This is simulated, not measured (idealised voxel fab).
The name of this process module is voxel ribs on slabs.
In the cross-section labelled cut, the width is 205 nm and each square cell is 5 nm.
We lay out every cross-section as a grid of square cells and spell it out in bands from the top down, where one band means one or more rows of cells.
Top height, bottom height, nm. Materials left to right, width each, nm. Single material + "all across" = fills band edge to edge. "empty" = empty.
The level at which height equals 0 is the one under which the wafer, as it arrives, is entirely one material. No lower edge exists for the bottom band, which continues downward and is notated as in "0 -> down".
Width: "30..40" (first number = top row, second number = bottom row, same change from row to row of cells).
Step marked "nothing got changed"? Then no cell in the cross-section changed in it.
The list in "Sealed internal voids" covers empty spaces of 8 cells or more that cannot reach the top through any open way, and it gives each as width x height at distance; the distance is from the left edge, and width, height and distance are in nm.
Note: text after step settings on the step line = simulator remark on that step.
When a step includes a mask, the "overlay nm" setting on its line states how far to the right of its planned place that mask lay, and negative values state how far to the left.

Intended process steps:
1. RECEIVE | material Si
2. DIRECTIONAL_DEP | material SiO2 | thk nm 25
3. DIRECTIONAL_DEP | material SiN | thk nm 15
4. DIRECTIONAL_DEP | material aC | thk nm 15
5. PATTERN | tone cover | mask id RIB | material resist | width nm 20 | thk nm 30 | overlay nm 0
6. DIRECTIONAL_ETCH | etch materials aC | depth nm 15
7. STRIP | etch materials resist
8. DIRECTIONAL_ETCH | etch materials SiN | depth nm 5
9. STRIP | etch materials aC
10. MASKED_ETCH | tone cover | mask id SLAB | width nm 80 | etch materials SiN | depth nm 10 | overlay nm 0
11. FILL_DEP | material SiO2 | thk nm 25
12. CMP | height nm 55
13. DIRECTIONAL_DEP | material TiN | thk nm 5
14. PATTERN | tone cover | mask id HEATER | material resist | width nm 30 | thk nm 15 | overlay nm 0
15. DIRECTIONAL_ETCH | etch materials TiN | depth nm 5
16. STRIP | etch materials resist
17. CONFORMAL_DEP | material SiO2 | thk nm 10

Incoming wafer, cross-sectional view, post step 1:
	0 -> down | Si all across
	Sealed internal voids: none

Cross-section: first of two wafers, module finished, run according to plan:
	70 -> 65 | empty: 75; SiO2: 50; empty: 80
	65 -> 60 | SiO2 all across
	60 -> 55 | SiO2: 85; TiN: 30; SiO2: 90
	55 -> 40 | SiO2 all across
	40 -> 35 | SiO2: 90; SiN: 20; SiO2: 95
	35 -> 25 | SiO2: 60; SiN: 80; SiO2: 65
	25 -> 0 | SiO2 all across
	0 -> down | Si all across
	Sealed internal voids: none

Second wafer through the module, sectioned at the end: same beginning and same plan as the first wafer, with one mistake in carrying it out:
	70 -> 65 | empty: 75; SiO2: 50; empty: 80
	65 -> 60 | SiO2 all across
	60 -> 55 | SiO2: 85; TiN: 30; SiO2: 90
	55 -> 40 | SiO2 all across
	40 -> 35 | SiO2: 60; SiN: 30; SiO2: 20; SiN: 30; SiO2: 65
	35 -> 30 | SiO2: 60; SiN: 80; SiO2: 65
	30 -> 25 | SiN all across
	25 -> 0 | SiO2 all across
	0 -> down | Si all across
	Sealed internal voids: none
Processing error: heads up, step 5 didn't go per plan, it actually ran as PATTERN | tone open | mask id RIB | material resist | width nm 20 | thk nm 30 | overlay nm 0
Counted in cells at the end, the second wafer holds more or fewer of these materials than the first: 33 more of SiN, 33 fewer of SiO2
